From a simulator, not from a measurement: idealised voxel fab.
process module | voxel capacitor over wiring
cross-section cut | 255 nm wide | cells 5 nm
A cross-section is a grid of square cells, given in bands from the top down. A band is one or more rows of cells.
Each band's line starts with the height of the band's top and of its bottom, in nm. Then come its materials from left to right, each with its width in nm. One material with "throughout" fills the band from edge to edge. "air" is empty space.
Height 0 is the level under which the wafer as received is all one material. The lowest band goes on downwards, as in "0 down".
A width such as "30 to 40" changes by the same amount from each row of cells to the next, from the band's top row to its bottom row.
"no change" after a step means that no cell of the cross-section changed.
closed voids: empty space of 8 cells or more with no open way to the top, each as width x height at its distance from the left edge, in nm
after a step's settings: what the simulator itself notes on the step
overlay nm, on a step with a mask: how far to the right of its planned place the mask lay; to the left if negative
plan
1 op RECEIVE | material Si
2 op CONFORMAL_DEP | material SiO2 | thk nm 15
3 op DIRECTIONAL_DEP | material TiN | thk nm 5
4 op DIRECTIONAL_DEP | material W | thk nm 20
5 op MASKED_ETCH | tone cover | mask id METAL_1 | width nm 20 | pitch nm 85 | etch materials W | depth nm 20 | overlay nm 0
6 op MASKED_ETCH | tone cover | mask id METAL_1 | width nm 20 | pitch nm 85 | etch materials TiN | depth nm 5 | overlay nm 0
7 op FILL_DEP | material lowk | thk nm 5
8 op CMP | height nm 40
9 op CONFORMAL_DEP | material SiCN | thk nm 5
10 op DIRECTIONAL_DEP | material lowk | thk nm 10
11 op DIRECTIONAL_DEP | material aC | thk nm 10
12 op PATTERN | tone open | mask id PLUG_1 | material resist | width nm 15 | thk nm 30 | overlay nm 0
13 op DIRECTIONAL_ETCH | etch materials aC | depth nm 10
14 op STRIP | etch materials resist
15 op DIRECTIONAL_ETCH | etch materials lowk | depth nm 10
16 op DIRECTIONAL_ETCH | etch materials SiCN | depth nm 5
17 op STRIP | etch materials aC
18 op EPI | material Ru | thk nm 10
19 op EPI | material Ru | thk nm 5
20 op DIRECTIONAL_DEP | material TiN | thk nm 10
21 op DIRECTIONAL_DEP | material Al2O3 | thk nm 5
22 op DIRECTIONAL_DEP | material TiN | thk nm 5
23 op DIRECTIONAL_DEP | material aC | thk nm 10
24 op PATTERN | tone cover | mask id UPPER_PLATE | material resist | width nm 70 | thk nm 25 | overlay nm 0
25 op DIRECTIONAL_ETCH | etch materials aC | depth nm 10
26 op STRIP | etch materials resist
27 op DIRECTIONAL_ETCH | etch materials TiN | depth nm 5
28 op DIRECTIONAL_ETCH | etch materials Al2O3 | depth nm 5
29 op STRIP | etch materials aC
30 op DIRECTIONAL_DEP | material aC | thk nm 15
31 op PATTERN | tone cover | mask id LOWER_PLATE | material resist | width nm 80 | thk nm 35 | overlay nm 0
32 op DIRECTIONAL_ETCH | etch materials aC | depth nm 15
33 op STRIP | etch materials resist
34 op DIRECTIONAL_ETCH | etch materials TiN | depth nm 10
35 op STRIP | etch materials aC
36 op FILL_DEP | material SiO2 | thk nm 15
37 op CMP | height nm 85
38 op MASKED_ETCH | tone open | mask id PLUG_2 | width nm 15 | etch materials SiO2 | depth nm 10 | overlay nm 0
39 op CONFORMAL_DEP | material TiN | thk nm 5
40 op FILL_DEP | material W | thk nm 5
41 op CMP | height nm 85
42 op CONFORMAL_DEP | material SiN | thk nm 5
as received, after step 1
  0 down: Si throughout
  closed voids: none
a wafer at the end: this start, this plan, one mistake
  90 to 85: SiN throughout
  85 to 80: SiO2 90 | TiN 5 | W 5 | TiN 5 | SiO2 150
  80 to 70: SiO2 90 to 80 | TiN 15 to 70 | SiO2 150 to 105
  70 to 65: SiO2 80 | Al2O3 70 | SiO2 105
  65 to 55: SiO2 75 | TiN 80 | SiO2 100
  55 to 45: lowk 80 | Ru 15 | lowk 160
  45 to 40: SiCN 80 | Ru 15 | SiCN 160
  40 to 20: lowk 80 | W 15 | lowk 70 | W 15 | lowk 75
  20 to 15: lowk 75 | TiN 20 | lowk 65 | TiN 20 | lowk 75
  15 to 0: SiO2 throughout
  0 down: Si throughout
  closed voids: none
what went wrong: step 5 ran as: op MASKED_ETCH | tone cover | mask id METAL_1 | width nm 15 | pitch nm 85 | etch materials W | depth nm 20 | overlay nm 0
